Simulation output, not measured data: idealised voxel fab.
process module | voxel transistor to metal
cross-section cut | 270 nm wide | cells 5 nm
A cross-section is a grid of square cells, given in bands from the top down. A band is one or more rows of cells.
Each band's line starts with the height of the band's top and of its bottom, in nm. Then come its materials from left to right, each with its width in nm. One material with "throughout" fills the band from edge to edge. "air" is empty space.
Height 0 is the level under which the wafer as received is all one material. The lowest band goes on downwards, as in "0 down".
A width such as "30 to 40" changes by the same amount from each row of cells to the next, from the band's top row to its bottom row.
"no change" after a step means that no cell of the cross-section changed.
closed voids: empty space of 8 cells or more with no open way to the top, each as width x height at its distance from the left edge, in nm
after a step's settings: what the simulator itself notes on the step
overlay nm, on a step with a mask: how far to the right of its planned place the mask lay; to the left if negative
plan
1 op RECEIVE | material Si
2 op OXIDIZE | depth nm 5
3 op CONFORMAL_DEP | material SiN | thk nm 15
4 op DIRECTIONAL_DEP | material aC | thk nm 10
5 op PATTERN | tone cover | mask id ACTIVE | material resist | width nm 105 | pitch nm 125 | thk nm 30 | overlay nm 0
6 op DIRECTIONAL_ETCH | etch materials aC | depth nm 10
7 op STRIP | etch materials resist
8 op DIRECTIONAL_ETCH | etch materials SiN | depth nm 15
9 op DIRECTIONAL_ETCH | etch materials SiO2 | depth nm 5
10 op DIRECTIONAL_ETCH | etch materials Si | depth nm 30
11 op STRIP | etch materials aC
12 op FILL_DEP | material SiO2 | thk nm 10
13 op CMP | height nm 15
14 op SELECTIVE_ETCH | etch materials SiO2 | depth nm 15
15 op STRIP | etch materials SiN
16 op SELECTIVE_ETCH | etch materials SiO2 | depth nm 5
17 op OXIDIZE | depth nm 5
18 op DIRECTIONAL_DEP | material polySi | thk nm 20
19 op DIRECTIONAL_DEP | material SiCN | thk nm 15
20 op MASKED_ETCH | tone cover | mask id GATE | width nm 25 | pitch nm 125 | etch materials SiCN | depth nm 25 | overlay nm 0
21 op MASKED_ETCH | tone cover | mask id GATE | width nm 25 | pitch nm 125 | etch materials polySi | depth nm 30 | overlay nm 0
22 op CONFORMAL_DEP | material SiO2 | thk nm 5
23 op DIRECTIONAL_ETCH | etch materials SiO2 | depth nm 5
24 op CONFORMAL_DEP | material SiN | thk nm 5
25 op DIRECTIONAL_ETCH | etch materials SiN | depth nm 5
26 op DIRECTIONAL_ETCH | etch materials SiO2 | depth nm 5
27 op EPI | material nSi | thk nm 5
28 op FILL_DEP | material SiO2 | thk nm 10
29 op CMP | height nm 30
30 op DIRECTIONAL_DEP | material SiO2 | thk nm 15
31 op DIRECTIONAL_DEP | material aC | thk nm 15
32 op PATTERN | tone open | mask id CONTACT | material resist | width nm 30 | thk nm 35 | overlay nm 0
33 op DIRECTIONAL_ETCH | etch materials aC | depth nm 15
34 op STRIP | etch materials resist
35 op DIRECTIONAL_ETCH | etch materials SiO2 | depth nm 50
36 op STRIP | etch materials aC
37 op CONFORMAL_DEP | material TiN | thk nm 5
38 op FILL_DEP | material Ru | thk nm 10
39 op CMP | height nm 45
40 op DIRECTIONAL_DEP | material TiN | thk nm 5
41 op DIRECTIONAL_DEP | material W | thk nm 25
42 op MASKED_ETCH | tone cover | mask id METAL_1 | width nm 20 | etch materials W | depth nm 25 | overlay nm 0
43 op MASKED_ETCH | tone cover | mask id METAL_1 | width nm 20 | etch materials TiN | depth nm 5 | overlay nm 0
44 op FILL_DEP | material lowk | thk nm 5
45 op CMP | height nm 75
46 op CONFORMAL_DEP | material SiN | thk nm 5
first wafer, as planned
as received, after step 1
  0 down: Si throughout
  closed voids: none
after step 2
  0 to -5: SiO2 throughout
  below -5: unchanged
after step 3
  15 to 0: SiN throughout
  below 0: unchanged
after step 4
  25 to 15: aC throughout
  below 15: unchanged
after step 5
  55 to 25: air 20 | resist 105 | air 20 | resist 105 | air 20
  below 25: unchanged
after step 6
  45 to 25: air 20 | resist 105 | air 20 | resist 105 | air 20
  25 to 15: air 20 | aC 105 | air 20 | aC 105 | air 20
  below 15: unchanged
after step 7
  25 to 15: air 20 | aC 105 | air 20 | aC 105 | air 20
  below 15: unchanged
after step 8
  25 to 15: air 20 | aC 105 | air 20 | aC 105 | air 20
  15 to 0: air 20 | SiN 105 | air 20 | SiN 105 | air 20
  below 0: unchanged
after step 9
  25 to 15: air 20 | aC 105 | air 20 | aC 105 | air 20
  15 to 0: air 20 | SiN 105 | air 20 | SiN 105 | air 20
  0 to -5: air 20 | SiO2 105 | air 20 | SiO2 105 | air 20
  below -5: unchanged
after step 10
  25 to 15: air 20 | aC 105 | air 20 | aC 105 | air 20
  15 to 0: air 20 | SiN 105 | air 20 | SiN 105 | air 20
  0 to -5: air 20 | SiO2 105 | air 20 | SiO2 105 | air 20
  -5 to -35: air 20 | Si 105 | air 20 | Si 105 | air 20
  below -35: unchanged
after step 11
  15 to 0: air 20 | SiN 105 | air 20 | SiN 105 | air 20
  below 0: unchanged
after step 12
  25 to 15: SiO2 throughout
  15 to 0: SiO2 20 | SiN 105 | SiO2 20 | SiN 105 | SiO2 20
  0 to -5: SiO2 throughout
  -5 to -35: SiO2 20 | Si 105 | SiO2 20 | Si 105 | SiO2 20
  below -35: unchanged
after step 13
  15 to 0: SiO2 20 | SiN 105 | SiO2 20 | SiN 105 | SiO2 20
  below 0: unchanged
after step 14
  15 to 0: air 20 | SiN 105 | air 20 | SiN 105 | air 20
  below 0: unchanged
after step 15
  0 to -5: SiO2 throughout
  below -5: unchanged
after step 16
  -5 to -35: SiO2 20 | Si 105 | SiO2 20 | Si 105 | SiO2 20
  below -35: unchanged
after step 17
  -5 to -10: SiO2 throughout
  below -10: unchanged
after step 18
  15 to -5: polySi throughout
  below -5: unchanged
after step 19
  30 to 15: SiCN throughout
  below 15: unchanged
after step 20
  30 to 15: air 60 | SiCN 25 | air 100 | SiCN 25 | air 60
  below 15: unchanged
after step 21
  30 to 15: air 60 | SiCN 25 | air 100 | SiCN 25 | air 60
  15 to -5: air 60 | polySi 25 | air 100 | polySi 25 | air 60
  below -5: unchanged
after step 22
  35 to 30: air 55 | SiO2 35 | air 90 | SiO2 35 | air 55
  30 to 15: air 55 | SiO2 5 | SiCN 25 | SiO2 5 | air 90 | SiO2 5 | SiCN 25 | SiO2 5 | air 55
  15 to 0: air 55 | SiO2 5 | polySi 25 | SiO2 5 | air 90 | SiO2 5 | polySi 25 | SiO2 5 | air 55
  0 to -5: SiO2 60 | polySi 25 | SiO2 100 | polySi 25 | SiO2 60
  below -5: unchanged
after step 23
  30 to 15: air 55 | SiO2 5 | SiCN 25 | SiO2 5 | air 90 | SiO2 5 | SiCN 25 | SiO2 5 | air 55
  15 to -5: air 55 | SiO2 5 | polySi 25 | SiO2 5 | air 90 | SiO2 5 | polySi 25 | SiO2 5 | air 55
  below -5: unchanged
after step 24
  35 to 30: air 50 | SiN 45 | air 80 | SiN 45 | air 50
  30 to 15: air 50 | SiN 5 | SiO2 5 | SiCN 25 | SiO2 5 | SiN 5 | air 80 | SiN 5 | SiO2 5 | SiCN 25 | SiO2 5 | SiN 5 | air 50
  15 to 0: air 50 | SiN 5 | SiO2 5 | polySi 25 | SiO2 5 | SiN 5 | air 80 | SiN 5 | SiO2 5 | polySi 25 | SiO2 5 | SiN 5 | air 50
  0 to -5: SiN 55 | SiO2 5 | polySi 25 | SiO2 5 | SiN 90 | SiO2 5 | polySi 25 | SiO2 5 | SiN 55
  below -5: unchanged
after step 25
  30 to 15: air 50 | SiN 5 | SiO2 5 | SiCN 25 | SiO2 5 | SiN 5 | air 80 | SiN 5 | SiO2 5 | SiCN 25 | SiO2 5 | SiN 5 | air 50
  15 to -5: air 50 | SiN 5 | SiO2 5 | polySi 25 | SiO2 5 | SiN 5 | air 80 | SiN 5 | SiO2 5 | polySi 25 | SiO2 5 | SiN 5 | air 50
  below -5: unchanged
after step 26
  30 to 25: air 50 | SiN 5 | air 5 | SiCN 25 | air 5 | SiN 5 | air 80 | SiN 5 | air 5 | SiCN 25 | air 5 | SiN 5 | air 50
  25 to 15: air 50 | SiN 5 | SiO2 5 | SiCN 25 | SiO2 5 | SiN 5 | air 80 | SiN 5 | SiO2 5 | SiCN 25 | SiO2 5 | SiN 5 | air 50
  15 to -5: air 50 | SiN 5 | SiO2 5 | polySi 25 | SiO2 5 | SiN 5 | air 80 | SiN 5 | SiO2 5 | polySi 25 | SiO2 5 | SiN 5 | air 50
  -5 to -10: air 50 | SiO2 45 | air 80 | SiO2 45 | air 50
  below -10: unchanged
after step 27
  30 to 25: air 50 | SiN 5 | air 5 | SiCN 25 | air 5 | SiN 5 | air 80 | SiN 5 | air 5 | SiCN 25 | air 5 | SiN 5 | air 50
  25 to 15: air 50 | SiN 5 | SiO2 5 | SiCN 25 | SiO2 5 | SiN 5 | air 80 | SiN 5 | SiO2 5 | SiCN 25 | SiO2 5 | SiN 5 | air 50
  15 to -5: air 50 | SiN 5 | SiO2 5 | polySi 25 | SiO2 5 | SiN 5 | air 80 | SiN 5 | SiO2 5 | polySi 25 | SiO2 5 | SiN 5 | air 50
  -5 to -10: air 15 | nSi 35 | SiO2 45 | nSi 35 | air 10 | nSi 35 | SiO2 45 | nSi 35 | air 15
  below -10: unchanged
after step 28
  40 to 30: SiO2 throughout
  30 to 15: SiO2 50 | SiN 5 | SiO2 5 | SiCN 25 | SiO2 5 | SiN 5 | SiO2 80 | SiN 5 | SiO2 5 | SiCN 25 | SiO2 5 | SiN 5 | SiO2 50
  15 to -5: SiO2 50 | SiN 5 | SiO2 5 | polySi 25 | SiO2 5 | SiN 5 | SiO2 80 | SiN 5 | SiO2 5 | polySi 25 | SiO2 5 | SiN 5 | SiO2 50
  -5 to -10: SiO2 15 | nSi 35 | SiO2 45 | nSi 35 | SiO2 10 | nSi 35 | SiO2 45 | nSi 35 | SiO2 15
  below -10: unchanged
after step 29
  30 to 15: SiO2 50 | SiN 5 | SiO2 5 | SiCN 25 | SiO2 5 | SiN 5 | SiO2 80 | SiN 5 | SiO2 5 | SiCN 25 | SiO2 5 | SiN 5 | SiO2 50
  below 15: unchanged
after step 30
  45 to 30: SiO2 throughout
  below 30: unchanged
after step 31
  60 to 45: aC throughout
  below 45: unchanged
after step 32
  95 to 60: resist 25 | air 30 | resist 35 | air 30 | resist 30 | air 30 | resist 35 | air 30 | resist 25
  below 60: unchanged
after step 33
  80 to 60: resist 25 | air 30 | resist 35 | air 30 | resist 30 | air 30 | resist 35 | air 30 | resist 25
  60 to 45: aC 25 | air 30 | aC 35 | air 30 | aC 30 | air 30 | aC 35 | air 30 | aC 25
  below 45: unchanged
after step 34
  60 to 45: aC 25 | air 30 | aC 35 | air 30 | aC 30 | air 30 | aC 35 | air 30 | aC 25
  below 45: unchanged
after step 35
  60 to 45: aC 25 | air 30 | aC 35 | air 30 | aC 30 | air 30 | aC 35 | air 30 | aC 25
  45 to 30: SiO2 25 | air 30 | SiO2 35 | air 30 | SiO2 30 | air 30 | SiO2 35 | air 30 | SiO2 25
  30 to 15: SiO2 25 | air 25 | SiN 5 | SiO2 5 | SiCN 25 | SiO2 5 | SiN 5 | air 25 | SiO2 30 | air 25 | SiN 5 | SiO2 5 | SiCN 25 | SiO2 5 | SiN 5 | air 25 | SiO2 25
  15 to -5: SiO2 25 | air 25 | SiN 5 | SiO2 5 | polySi 25 | SiO2 5 | SiN 5 | air 25 | SiO2 30 | air 25 | SiN 5 | SiO2 5 | polySi 25 | SiO2 5 | SiN 5 | air 25 | SiO2 25
  below -5: unchanged
after step 36
  45 to 30: SiO2 25 | air 30 | SiO2 35 | air 30 | SiO2 30 | air 30 | SiO2 35 | air 30 | SiO2 25
  below 30: unchanged
after step 37
  50 to 45: TiN 30 | air 20 | TiN 45 | air 20 | TiN 40 | air 20 | TiN 45 | air 20 | TiN 30
  45 to 35: SiO2 25 | TiN 5 | air 20 | TiN 5 | SiO2 35 | TiN 5 | air 20 | TiN 5 | SiO2 30 | TiN 5 | air 20 | TiN 5 | SiO2 35 | TiN 5 | air 20 | TiN 5 | SiO2 25
  35 to 30: SiO2 25 | TiN 5 | air 15 | TiN 10 | SiO2 35 | TiN 10 | air 15 | TiN 5 | SiO2 30 | TiN 5 | air 15 | TiN 10 | SiO2 35 | TiN 10 | air 15 | TiN 5 | SiO2 25
  30 to 15: SiO2 25 | TiN 5 | air 15 | TiN 5 | SiN 5 | SiO2 5 | SiCN 25 | SiO2 5 | SiN 5 | TiN 5 | air 15 | TiN 5 | SiO2 30 | TiN 5 | air 15 | TiN 5 | SiN 5 | SiO2 5 | SiCN 25 | SiO2 5 | SiN 5 | TiN 5 | air 15 | TiN 5 | SiO2 25
  15 to 0: SiO2 25 | TiN 5 | air 15 | TiN 5 | SiN 5 | SiO2 5 | polySi 25 | SiO2 5 | SiN 5 | TiN 5 | air 15 | TiN 5 | SiO2 30 | TiN 5 | air 15 | TiN 5 | SiN 5 | SiO2 5 | polySi 25 | SiO2 5 | SiN 5 | TiN 5 | air 15 | TiN 5 | SiO2 25
  0 to -5: SiO2 25 | TiN 25 | SiN 5 | SiO2 5 | polySi 25 | SiO2 5 | SiN 5 | TiN 25 | SiO2 30 | TiN 25 | SiN 5 | SiO2 5 | polySi 25 | SiO2 5 | SiN 5 | TiN 25 | SiO2 25
  below -5: unchanged
after step 38
  60 to 50: Ru throughout
  50 to 45: TiN 30 | Ru 20 | TiN 45 | Ru 20 | TiN 40 | Ru 20 | TiN 45 | Ru 20 | TiN 30
  45 to 35: SiO2 25 | TiN 5 | Ru 20 | TiN 5 | SiO2 35 | TiN 5 | Ru 20 | TiN 5 | SiO2 30 | TiN 5 | Ru 20 | TiN 5 | SiO2 35 | TiN 5 | Ru 20 | TiN 5 | SiO2 25
  35 to 30: SiO2 25 | TiN 5 | Ru 15 | TiN 10 | SiO2 35 | TiN 10 | Ru 15 | TiN 5 | SiO2 30 | TiN 5 | Ru 15 | TiN 10 | SiO2 35 | TiN 10 | Ru 15 | TiN 5 | SiO2 25
  30 to 15: SiO2 25 | TiN 5 | Ru 15 | TiN 5 | SiN 5 | SiO2 5 | SiCN 25 | SiO2 5 | SiN 5 | TiN 5 | Ru 15 | TiN 5 | SiO2 30 | TiN 5 | Ru 15 | TiN 5 | SiN 5 | SiO2 5 | SiCN 25 | SiO2 5 | SiN 5 | TiN 5 | Ru 15 | TiN 5 | SiO2 25
  15 to 0: SiO2 25 | TiN 5 | Ru 15 | TiN 5 | SiN 5 | SiO2 5 | polySi 25 | SiO2 5 | SiN 5 | TiN 5 | Ru 15 | TiN 5 | SiO2 30 | TiN 5 | Ru 15 | TiN 5 | SiN 5 | SiO2 5 | polySi 25 | SiO2 5 | SiN 5 | TiN 5 | Ru 15 | TiN 5 | SiO2 25
  below 0: unchanged
after step 39
  45 to 35: SiO2 25 | TiN 5 | Ru 20 | TiN 5 | SiO2 35 | TiN 5 | Ru 20 | TiN 5 | SiO2 30 | TiN 5 | Ru 20 | TiN 5 | SiO2 35 | TiN 5 | Ru 20 | TiN 5 | SiO2 25
  below 35: unchanged
after step 40
  50 to 45: TiN throughout
  below 45: unchanged
after step 41
  75 to 50: W throughout
  below 50: unchanged
after step 42
  75 to 50: air 25 | W 20 | air 55 | W 20 | air 30 | W 20 | air 55 | W 20 | air 25
  below 50: unchanged
after step 43
  75 to 50: air 25 | W 20 | air 55 | W 20 | air 30 | W 20 | air 55 | W 20 | air 25
  50 to 45: air 25 | TiN 20 | air 55 | TiN 20 | air 30 | TiN 20 | air 55 | TiN 20 | air 25
  below 45: unchanged
after step 44
  80 to 75: lowk throughout
  75 to 50: lowk 25 | W 20 | lowk 55 | W 20 | lowk 30 | W 20 | lowk 55 | W 20 | lowk 25
  50 to 45: lowk 25 | TiN 20 | lowk 55 | TiN 20 | lowk 30 | TiN 20 | lowk 55 | TiN 20 | lowk 25
  below 45: unchanged
after step 45
  75 to 50: lowk 25 | W 20 | lowk 55 | W 20 | lowk 30 | W 20 | lowk 55 | W 20 | lowk 25
  below 50: unchanged
after step 46
  80 to 75: SiN throughout
  below 75: unchanged
second wafer: like start, like plan, one mistake. Through step 41 it matches the first wafer
when step 42 should have ended
  75 to 50: air 30 | W 15 | air 60 | W 15 | air 35 | W 15 | air 60 | W 15 | air 25
  below 50: unchanged
when step 43 should have ended
  75 to 50: air 30 | W 15 | air 60 | W 15 | air 35 | W 15 | air 60 | W 15 | air 25
  50 to 45: air 25 | TiN 20 | air 55 | TiN 20 | air 30 | TiN 20 | air 55 | TiN 20 | air 25
  below 45: unchanged
when step 44 should have ended
  80 to 75: lowk throughout
  75 to 50: lowk 30 | W 15 | lowk 60 | W 15 | lowk 35 | W 15 | lowk 60 | W 15 | lowk 25
  50 to 45: lowk 25 | TiN 20 | lowk 55 | TiN 20 | lowk 30 | TiN 20 | lowk 55 | TiN 20 | lowk 25
  below 45: unchanged
when step 45 should have ended
  75 to 50: lowk 30 | W 15 | lowk 60 | W 15 | lowk 35 | W 15 | lowk 60 | W 15 | lowk 25
  below 50: unchanged
when step 46 should have ended
  80 to 75: SiN throughout
  below 75: unchanged
what went wrong: step 42 ran as: op MASKED_ETCH | tone cover | mask id METAL_1 | width nm 15 | etch materials W | depth nm 25 | overlay nm 0
at the end the second wafer has, in cells: 20 fewer of W | 20 more of lowk
